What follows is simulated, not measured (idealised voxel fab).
process module | voxel wiring stack
cross-section cut | 210 nm wide | cells 5 nm
A cross-section is a grid of square cells, given in bands from the top down. A band is one or more rows of cells.
Each band's line starts with the height of the band's top and of its bottom, in nm. Then come its materials from left to right, each with its width in nm. One material with "throughout" fills the band from edge to edge. "air" is empty space.
Height 0 is the level under which the wafer as received is all one material. The lowest band goes on downwards, as in "0 down".
A width such as "30 to 40" changes by the same amount from each row of cells to the next, from the band's top row to its bottom row.
"no change" after a step means that no cell of the cross-section changed.
closed voids: empty space of 8 cells or more with no open way to the top, each as width x height at its distance from the left edge, in nm
after a step's settings: what the simulator itself notes on the step
overlay nm, on a step with a mask: how far to the right of its planned place the mask lay; to the left if negative
plan
1 op RECEIVE | material Si
2 op CONFORMAL_DEP | material SiO2 | thk nm 10
3 op CONFORMAL_DEP | material SiN | thk nm 5
4 op DIRECTIONAL_DEP | material SiO2 | thk nm 25
5 op DIRECTIONAL_DEP | material aC | thk nm 10
6 op PATTERN | tone open | mask id METAL_1 | material resist | width nm 25 | pitch nm 50 | thk nm 30 | overlay nm 0
7 op DIRECTIONAL_ETCH | etch materials aC | depth nm 10
8 op STRIP | etch materials resist
9 op DIRECTIONAL_ETCH | etch materials SiO2 | depth nm 25
10 op DIRECTIONAL_ETCH | etch materials SiN | depth nm 5
11 op STRIP | etch materials aC
12 op CONFORMAL_DEP | material TiN | thk nm 5
13 op FILL_DEP | material Cu | thk nm 5
14 op CMP | height nm 40
15 op CONFORMAL_DEP | material SiCN | thk nm 5
16 op DIRECTIONAL_DEP | material SiO2 | thk nm 25
17 op MASKED_ETCH | tone open | mask id METAL_2_HOLES | width nm 15 | pitch nm 50 | etch materials SiO2 | depth nm 25 | overlay nm 0
18 op MASKED_ETCH | tone open | mask id METAL_2 | width nm 25 | pitch nm 50 | etch materials SiO2 | depth nm 15 | overlay nm 0
19 op MASKED_ETCH | tone open | mask id METAL_2 | width nm 25 | pitch nm 50 | etch materials SiCN | depth nm 5 | overlay nm 0
20 op CONFORMAL_DEP | material TiN | thk nm 5
21 op FILL_DEP | material Cu | thk nm 10
22 op CMP | height nm 70
23 op CONFORMAL_DEP | material SiCN | thk nm 5
24 op DIRECTIONAL_DEP | material lowk | thk nm 35
25 op PATTERN | tone open | mask id METAL_3 | material resist | width nm 25 | pitch nm 50 | thk nm 15 | overlay nm 0
26 op DIRECTIONAL_ETCH | etch materials lowk | depth nm 20
27 op STRIP | etch materials resist
28 op DIRECTIONAL_DEP | material aC | thk nm 15
29 op PATTERN | tone open | mask id METAL_3_HOLES | material resist | width nm 15 | pitch nm 50 | thk nm 35 | overlay nm 0
30 op DIRECTIONAL_ETCH | etch materials aC | depth nm 15
31 op STRIP | etch materials resist
32 op DIRECTIONAL_ETCH | etch materials lowk | depth nm 15
33 op DIRECTIONAL_ETCH | etch materials SiCN | depth nm 5
34 op STRIP | etch materials aC
35 op CONFORMAL_DEP | material TiN | thk nm 5
36 op FILL_DEP | material Cu | thk nm 5
37 op CMP | height nm 110
38 op CONFORMAL_DEP | material SiN | thk nm 5
varied across the wafers: overlay nm of step 17. The plan shows the first wafer's value. All wafers start alike
first wafer as received, after step 1
  0 down: Si throughout
  closed voids: none
each wafer at the end: cells of each material gained (+) or lost (-) since it was received, then its closed voids
overlay nm 0 | +148 Cu | +60 SiCN | +64 SiN | +320 SiO2 | +196 TiN | +178 lowk | closed voids: none
overlay nm 5 | +148 Cu | +60 SiCN | +64 SiN | +320 SiO2 | +196 TiN | +178 lowk | closed voids: none
overlay nm 10 | +148 Cu | +60 SiCN | +64 SiN | +320 SiO2 | +196 TiN | +178 lowk | closed voids: none
overlay nm 15 | +152 Cu | +64 SiCN | +64 SiN | +308 SiO2 | +200 TiN | +178 lowk | closed voids: none
